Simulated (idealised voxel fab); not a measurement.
The following is a process module called voxel wiring stack.
Pictured: cross-section cut, 190 nm wide, on a grid of 5 nm square cells.
Cross-section = grid of square cells, listed top down in bands; band = one or more rows. In this notation a band is specified by the heights of its top and bottom, in that order and in nm, after which its materials appear from left to right, each paired with its width in nm. The word "all across" attached to a single material means that material fills the band from edge to edge; the word "empty" stands for empty space. Basically, 0 is our baseline, since under it the wafer straight out of the box is all one material. The bottom band has no lower end and keeps on going down, so it looks like "0 -> down". The two numbers in a width such as "30->40" mark its ends across the band: the first belongs to the top row of cells, the second to the bottom row, and from each row to the next the width moves by the same amount. No cell of the cross-section changed in a step that is given as "no modification". The entry "Closed voids list" lists the empty spaces that cover at least 8 cells and have no open path to the top. Each is written as width x height at distance, where the distance is measured from the left edge and all three values are in nm. On each step's line, the part that comes after the settings is the simulator's own comment on the step. For masked steps, "overlay nm" on the step line gives how far right of plan the mask actually lay; a minus sign means it lay to the left.

-- List of planned process steps
- 1: RECEIVE | material Si
- 2: CONFORMAL_DEP | material SiO2 | thk nm 15
- 3: CONFORMAL_DEP | material SiN | thk nm 5
- 4: DIRECTIONAL_DEP | material SiO2 | thk nm 20
- 5: PATTERN | tone open | mask id METAL_1 | material resist | width nm 25 | pitch nm 40 | thk nm 20 | overlay nm 0
- 6: DIRECTIONAL_ETCH | etch materials SiO2 | depth nm 20
- 7: DIRECTIONAL_ETCH | etch materials SiN | depth nm 5
- 8: STRIP | etch materials resist
- 9: CONFORMAL_DEP | material TiN | thk nm 5
- 10: FILL_DEP | material W | thk nm 5
- 11: CMP | height nm 40
- 12: EPI | material Ru | thk nm 5
- 13: FILL_DEP | material SiCN | thk nm 5
- 14: DIRECTIONAL_DEP | material SiO2 | thk nm 30
- 15: DIRECTIONAL_DEP | material aC | thk nm 10
- 16: PATTERN | tone open | mask id METAL_2 | material resist | width nm 25 | pitch nm 40 | thk nm 30 | overlay nm 0
- 17: DIRECTIONAL_ETCH | etch materials aC | depth nm 10
- 18: STRIP | etch materials resist
- 19: DIRECTIONAL_ETCH | etch materials SiO2 | depth nm 15
- 20: STRIP | etch materials aC
- 21: PATTERN | tone open | mask id METAL_2_HOLES | material resist | width nm 15 | thk nm 15 | overlay nm 0
- 22: DIRECTIONAL_ETCH | etch materials SiO2 | depth nm 15
- 23: DIRECTIONAL_ETCH | etch materials SiCN | depth nm 5
- 24: STRIP | etch materials resist
- 25: CONFORMAL_DEP | material TiN | thk nm 5
- 26: FILL_DEP | material Ru | thk nm 10
- 27: CMP | height nm 80
- 28: CONFORMAL_DEP | material SiCN | thk nm 5
- 29: DIRECTIONAL_DEP | material SiO2 | thk nm 15
- 30: DIRECTIONAL_DEP | material aC | thk nm 15
- 31: PATTERN | tone open | mask id PLUG_2 | material resist | width nm 15 | thk nm 35 | overlay nm 0
- 32: DIRECTIONAL_ETCH | etch materials aC | depth nm 15
- 33: STRIP | etch materials resist
- 34: DIRECTIONAL_ETCH | etch materials SiO2 | depth nm 15
- 35: DIRECTIONAL_ETCH | etch materials SiCN | depth nm 5
- 36: STRIP | etch materials aC
- 37: CONFORMAL_DEP | material TiN | thk nm 5
- 38: FILL_DEP | material Ru | thk nm 5
- 39: CMP | height nm 100
- 40: DIRECTIONAL_DEP | material TiN | thk nm 5
- 41: DIRECTIONAL_DEP | material W | thk nm 20
- 42: PATTERN | tone cover | mask id METAL_3 | material resist | width nm 25 | pitch nm 40 | thk nm 20 | overlay nm 0
- 43: DIRECTIONAL_ETCH | etch materials W | depth nm 20
- 44: DIRECTIONAL_ETCH | etch materials TiN | depth nm 5
- 45: STRIP | etch materials resist
- 46: CONFORMAL_DEP | material SiN | thk nm 5
- 47: FILL_DEP | material SiO2 | thk nm 5
- 48: CMP | height nm 125
- 49: CONFORMAL_DEP | material SiCN | thk nm 5

-- First out of two wafers; run went to plan

-- Wafer cross-section on receipt, i.e. after step 1
0 -> down = Si all across
Closed voids list: none

-- After step 2: wafer cross-section
15 -> 0 = SiO2 all across
Lower than 0, everything is as it was.

-- After step 3: wafer cross-section
20 -> 15 = SiN all across
Lower than 15, everything is as it was.

-- After step 4: wafer cross-section
40 -> 20 = SiO2 all across
Lower than 20, everything is as it was.

-- After step 5: wafer cross-section
60 -> 40 = resist 60 nm; empty 25 nm; resist 15 nm; empty 25 nm; resist 65 nm
Lower than 40, everything is as it was.

-- After step 6: wafer cross-section
60 -> 40 = resist 60 nm; empty 25 nm; resist 15 nm; empty 25 nm; resist 65 nm
40 -> 20 = SiO2 60 nm; empty 25 nm; SiO2 15 nm; empty 25 nm; SiO2 65 nm
Lower than 20, everything is as it was.

-- After step 7: wafer cross-section
60 -> 40 = resist 60 nm; empty 25 nm; resist 15 nm; empty 25 nm; resist 65 nm
40 -> 20 = SiO2 60 nm; empty 25 nm; SiO2 15 nm; empty 25 nm; SiO2 65 nm
20 -> 15 = SiN 60 nm; empty 25 nm; SiN 15 nm; empty 25 nm; SiN 65 nm
Lower than 15, everything is as it was.

-- After step 8: wafer cross-section
40 -> 20 = SiO2 60 nm; empty 25 nm; SiO2 15 nm; empty 25 nm; SiO2 65 nm
Lower than 20, everything is as it was.

-- After step 9: wafer cross-section
45 -> 40 = TiN 65 nm; empty 15 nm; TiN 25 nm; empty 15 nm; TiN 70 nm
40 -> 20 = SiO2 60 nm; TiN 5 nm; empty 15 nm; TiN 5 nm; SiO2 15 nm; TiN 5 nm; empty 15 nm; TiN 5 nm; SiO2 65 nm
20 -> 15 = SiN 60 nm; TiN 25 nm; SiN 15 nm; TiN 25 nm; SiN 65 nm
Lower than 15, everything is as it was.

-- After step 10: wafer cross-section
50 -> 45 = W all across
45 -> 40 = TiN 65 nm; W 15 nm; TiN 25 nm; W 15 nm; TiN 70 nm
40 -> 20 = SiO2 60 nm; TiN 5 nm; W 15 nm; TiN 5 nm; SiO2 15 nm; TiN 5 nm; W 15 nm; TiN 5 nm; SiO2 65 nm
Lower than 20, everything is as it was.

-- After step 11: wafer cross-section
40 -> 20 = SiO2 60 nm; TiN 5 nm; W 15 nm; TiN 5 nm; SiO2 15 nm; TiN 5 nm; W 15 nm; TiN 5 nm; SiO2 65 nm
Lower than 20, everything is as it was.

-- After step 12: wafer cross-section
45 -> 40 = empty 55 nm; Ru 35 nm; empty 5 nm; Ru 35 nm; empty 60 nm
Lower than 40, everything is as it was.

-- After step 13: wafer cross-section
50 -> 45 = SiCN all across
45 -> 40 = SiCN 55 nm; Ru 35 nm; SiCN 5 nm; Ru 35 nm; SiCN 60 nm
Lower than 40, everything is as it was.

-- After step 14: wafer cross-section
80 -> 50 = SiO2 all across
Lower than 50, everything is as it was.

-- After step 15: wafer cross-section
90 -> 80 = aC all across
Lower than 80, everything is as it was.

-- After step 16: wafer cross-section
120 -> 90 = resist 60 nm; empty 25 nm; resist 15 nm; empty 25 nm; resist 65 nm
Lower than 90, everything is as it was.

-- After step 17: wafer cross-section
110 -> 90 = resist 60 nm; empty 25 nm; resist 15 nm; empty 25 nm; resist 65 nm
90 -> 80 = aC 60 nm; empty 25 nm; aC 15 nm; empty 25 nm; aC 65 nm
Lower than 80, everything is as it was.

-- After step 18: wafer cross-section
90 -> 80 = aC 60 nm; empty 25 nm; aC 15 nm; empty 25 nm; aC 65 nm
Lower than 80, everything is as it was.

-- After step 19: wafer cross-section
90 -> 80 = aC 60 nm; empty 25 nm; aC 15 nm; empty 25 nm; aC 65 nm
80 -> 65 = SiO2 60 nm; empty 25 nm; SiO2 15 nm; empty 25 nm; SiO2 65 nm
Lower than 65, everything is as it was.

-- After step 20: wafer cross-section
80 -> 65 = SiO2 60 nm; empty 25 nm; SiO2 15 nm; empty 25 nm; SiO2 65 nm
Lower than 65, everything is as it was.

-- After step 21: wafer cross-section
95 -> 80 = resist 60 nm; empty 15 nm; resist 115 nm
80 -> 65 = SiO2 60 nm; empty 15 nm; resist 10 nm; SiO2 15 nm; resist 25 nm; SiO2 65 nm
Lower than 65, everything is as it was.

-- After step 22: wafer cross-section
95 -> 80 = resist 60 nm; empty 15 nm; resist 115 nm
80 -> 65 = SiO2 60 nm; empty 15 nm; resist 10 nm; SiO2 15 nm; resist 25 nm; SiO2 65 nm
65 -> 50 = SiO2 60 nm; empty 15 nm; SiO2 115 nm
Lower than 50, everything is as it was.

-- After step 23: wafer cross-section
95 -> 80 = resist 60 nm; empty 15 nm; resist 115 nm
80 -> 65 = SiO2 60 nm; empty 15 nm; resist 10 nm; SiO2 15 nm; resist 25 nm; SiO2 65 nm
65 -> 50 = SiO2 60 nm; empty 15 nm; SiO2 115 nm
50 -> 45 = SiCN 60 nm; empty 15 nm; SiCN 115 nm
Lower than 45, everything is as it was.

-- After step 24: wafer cross-section
80 -> 65 = SiO2 60 nm; empty 25 nm; SiO2 15 nm; empty 25 nm; SiO2 65 nm
Lower than 65, everything is as it was.

-- After step 25: wafer cross-section
85 -> 80 = TiN 65 nm; empty 15 nm; TiN 25 nm; empty 15 nm; TiN 70 nm
80 -> 70 = SiO2 60 nm; TiN 5 nm; empty 15 nm; TiN 5 nm; SiO2 15 nm; TiN 5 nm; empty 15 nm; TiN 5 nm; SiO2 65 nm
70 -> 65 = SiO2 60 nm; TiN 5 nm; empty 5 nm; TiN 15 nm; SiO2 15 nm; TiN 25 nm; SiO2 65 nm
65 -> 50 = SiO2 60 nm; TiN 5 nm; empty 5 nm; TiN 5 nm; SiO2 115 nm
50 -> 45 = SiCN 60 nm; TiN 15 nm; SiCN 115 nm
Lower than 45, everything is as it was.

-- After step 26: wafer cross-section
95 -> 85 = Ru all across
85 -> 80 = TiN 65 nm; Ru 15 nm; TiN 25 nm; Ru 15 nm; TiN 70 nm
80 -> 70 = SiO2 60 nm; TiN 5 nm; Ru 15 nm; TiN 5 nm; SiO2 15 nm; TiN 5 nm; Ru 15 nm; TiN 5 nm; SiO2 65 nm
70 -> 65 = SiO2 60 nm; TiN 5 nm; Ru 5 nm; TiN 15 nm; SiO2 15 nm; TiN 25 nm; SiO2 65 nm
65 -> 50 = SiO2 60 nm; TiN 5 nm; Ru 5 nm; TiN 5 nm; SiO2 115 nm
Lower than 50, everything is as it was.

-- After step 27: wafer cross-section
80 -> 70 = SiO2 60 nm; TiN 5 nm; Ru 15 nm; TiN 5 nm; SiO2 15 nm; TiN 5 nm; Ru 15 nm; TiN 5 nm; SiO2 65 nm
Lower than 70, everything is as it was.

-- After step 28: wafer cross-section
85 -> 80 = SiCN all across
Lower than 80, everything is as it was.

-- After step 29: wafer cross-section
100 -> 85 = SiO2 all across
Lower than 85, everything is as it was.

-- After step 30: wafer cross-section
115 -> 100 = aC all across
Lower than 100, everything is as it was.

-- After step 31: wafer cross-section
150 -> 115 = resist 60 nm; empty 15 nm; resist 115 nm
Lower than 115, everything is as it was.

-- After step 32: wafer cross-section
135 -> 115 = resist 60 nm; empty 15 nm; resist 115 nm
115 -> 100 = aC 60 nm; empty 15 nm; aC 115 nm
Lower than 100, everything is as it was.

-- After step 33: wafer cross-section
115 -> 100 = aC 60 nm; empty 15 nm; aC 115 nm
Lower than 100, everything is as it was.

-- After step 34: wafer cross-section
115 -> 100 = aC 60 nm; empty 15 nm; aC 115 nm
100 -> 85 = SiO2 60 nm; empty 15 nm; SiO2 115 nm
Lower than 85, everything is as it was.

-- After step 35: wafer cross-section
115 -> 100 = aC 60 nm; empty 15 nm; aC 115 nm
100 -> 85 = SiO2 60 nm; empty 15 nm; SiO2 115 nm
85 -> 80 = SiCN 60 nm; empty 15 nm; SiCN 115 nm
Lower than 80, everything is as it was.

-- After step 36: wafer cross-section
100 -> 85 = SiO2 60 nm; empty 15 nm; SiO2 115 nm
Lower than 85, everything is as it was.

-- After step 37: wafer cross-section
105 -> 100 = TiN 65 nm; empty 5 nm; TiN 120 nm
100 -> 85 = SiO2 60 nm; TiN 5 nm; empty 5 nm; TiN 5 nm; SiO2 115 nm
85 -> 80 = SiCN 60 nm; TiN 15 nm; SiCN 115 nm
Lower than 80, everything is as it was.

-- After step 38: wafer cross-section
110 -> 105 = Ru all across
105 -> 100 = TiN 65 nm; Ru 5 nm; TiN 120 nm
100 -> 85 = SiO2 60 nm; TiN 5 nm; Ru 5 nm; TiN 5 nm; SiO2 115 nm
Lower than 85, everything is as it was.

-- After step 39: wafer cross-section
100 -> 85 = SiO2 60 nm; TiN 5 nm; Ru 5 nm; TiN 5 nm; SiO2 115 nm
Lower than 85, everything is as it was.

-- After step 40: wafer cross-section
105 -> 100 = TiN all across
Lower than 100, everything is as it was.

-- After step 41: wafer cross-section
125 -> 105 = W all across
Lower than 105, everything is as it was.

-- After step 42: wafer cross-section
145 -> 125 = empty 60 nm; resist 25 nm; empty 15 nm; resist 25 nm; empty 65 nm
Lower than 125, everything is as it was.

-- After step 43: wafer cross-section
145 -> 125 = empty 60 nm; resist 25 nm; empty 15 nm; resist 25 nm; empty 65 nm
125 -> 105 = empty 60 nm; W 25 nm; empty 15 nm; W 25 nm; empty 65 nm
Lower than 105, everything is as it was.

-- After step 44: wafer cross-section
145 -> 125 = empty 60 nm; resist 25 nm; empty 15 nm; resist 25 nm; empty 65 nm
125 -> 105 = empty 60 nm; W 25 nm; empty 15 nm; W 25 nm; empty 65 nm
105 -> 100 = empty 60 nm; TiN 25 nm; empty 15 nm; TiN 25 nm; empty 65 nm
Lower than 100, everything is as it was.

-- After step 45: wafer cross-section
125 -> 105 = empty 60 nm; W 25 nm; empty 15 nm; W 25 nm; empty 65 nm
Lower than 105, everything is as it was.

-- After step 46: wafer cross-section
130 -> 125 = empty 55 nm; SiN 35 nm; empty 5 nm; SiN 35 nm; empty 60 nm
125 -> 105 = empty 55 nm; SiN 5 nm; W 25 nm; SiN 5 nm; empty 5 nm; SiN 5 nm; W 25 nm; SiN 5 nm; empty 60 nm
105 -> 100 = SiN 60 nm; TiN 25 nm; SiN 15 nm; TiN 25 nm; SiN 65 nm
Lower than 100, everything is as it was.

-- After step 47: wafer cross-section
135 -> 130 = SiO2 all across
130 -> 125 = SiO2 55 nm; SiN 35 nm; SiO2 5 nm; SiN 35 nm; SiO2 60 nm
125 -> 105 = SiO2 55 nm; SiN 5 nm; W 25 nm; SiN 5 nm; SiO2 5 nm; SiN 5 nm; W 25 nm; SiN 5 nm; SiO2 60 nm
Lower than 105, everything is as it was.

-- After step 48: wafer cross-section
125 -> 105 = SiO2 55 nm; SiN 5 nm; W 25 nm; SiN 5 nm; SiO2 5 nm; SiN 5 nm; W 25 nm; SiN 5 nm; SiO2 60 nm
Lower than 105, everything is as it was.

-- After step 49: wafer cross-section
130 -> 125 = SiCN all across
Lower than 125, everything is as it was.

-- Second wafer, same starting conditions and recipe as the first, one mistake in executing it, nothing differs from the first up to and including step 41

-- Cross-sectional representation of the second wafer at the time designated in the plan for the completion of step 42
145 -> 125 = empty 65 nm; resist 20 nm; empty 20 nm; resist 20 nm; empty 65 nm
Lower than 125, everything is as it was.

-- Cross-sectional representation of the second wafer at the time designated in the plan for the completion of step 43
145 -> 125 = empty 65 nm; resist 20 nm; empty 20 nm; resist 20 nm; empty 65 nm
125 -> 105 = empty 65 nm; W 20 nm; empty 20 nm; W 20 nm; empty 65 nm
Lower than 105, everything is as it was.

-- Cross-sectional representation of the second wafer at the time designated in the plan for the completion of step 44
145 -> 125 = empty 65 nm; resist 20 nm; empty 20 nm; resist 20 nm; empty 65 nm
125 -> 105 = empty 65 nm; W 20 nm; empty 20 nm; W 20 nm; empty 65 nm
105 -> 100 = empty 65 nm; TiN 20 nm; empty 20 nm; TiN 20 nm; empty 65 nm
Lower than 100, everything is as it was.

-- Cross-sectional representation of the second wafer at the time designated in the plan for the completion of step 45
125 -> 105 = empty 65 nm; W 20 nm; empty 20 nm; W 20 nm; empty 65 nm
Lower than 105, everything is as it was.

-- Cross-sectional representation of the second wafer at the time designated in the plan for the completion of step 46
130 -> 125 = empty 60 nm; SiN 30 nm; empty 10 nm; SiN 30 nm; empty 60 nm
125 -> 105 = empty 60 nm; SiN 5 nm; W 20 nm; SiN 5 nm; empty 10 nm; SiN 5 nm; W 20 nm; SiN 5 nm; empty 60 nm
105 -> 100 = SiN 65 nm; TiN 20 nm; SiN 20 nm; TiN 20 nm; SiN 65 nm
Lower than 100, everything is as it was.

-- Cross-sectional representation of the second wafer at the time designated in the plan for the completion of step 47
135 -> 130 = SiO2 all across
130 -> 125 = SiO2 60 nm; SiN 30 nm; SiO2 10 nm; SiN 30 nm; SiO2 60 nm
125 -> 105 = SiO2 60 nm; SiN 5 nm; W 20 nm; SiN 5 nm; SiO2 10 nm; SiN 5 nm; W 20 nm; SiN 5 nm; SiO2 60 nm
Lower than 105, everything is as it was.

-- Cross-sectional representation of the second wafer at the time designated in the plan for the completion of step 48
125 -> 105 = SiO2 60 nm; SiN 5 nm; W 20 nm; SiN 5 nm; SiO2 10 nm; SiN 5 nm; W 20 nm; SiN 5 nm; SiO2 60 nm
Lower than 105, everything is as it was.

-- Cross-sectional representation of the second wafer at the time designated in the plan for the completion of step 49
130 -> 125 = SiCN all across
Lower than 125, everything is as it was.
Misprocessing identified: off-plan run, step 42, actual operation and settings PATTERN | tone cover | mask id METAL_3 | material resist | width nm 20 | pitch nm 40 | thk nm 20 | overlay nm 0
End check, counted in cells, second wafer has more or fewer of these materials than the first: 2 more of SiN, 8 more of SiO2, 2 fewer of TiN, 8 fewer of W
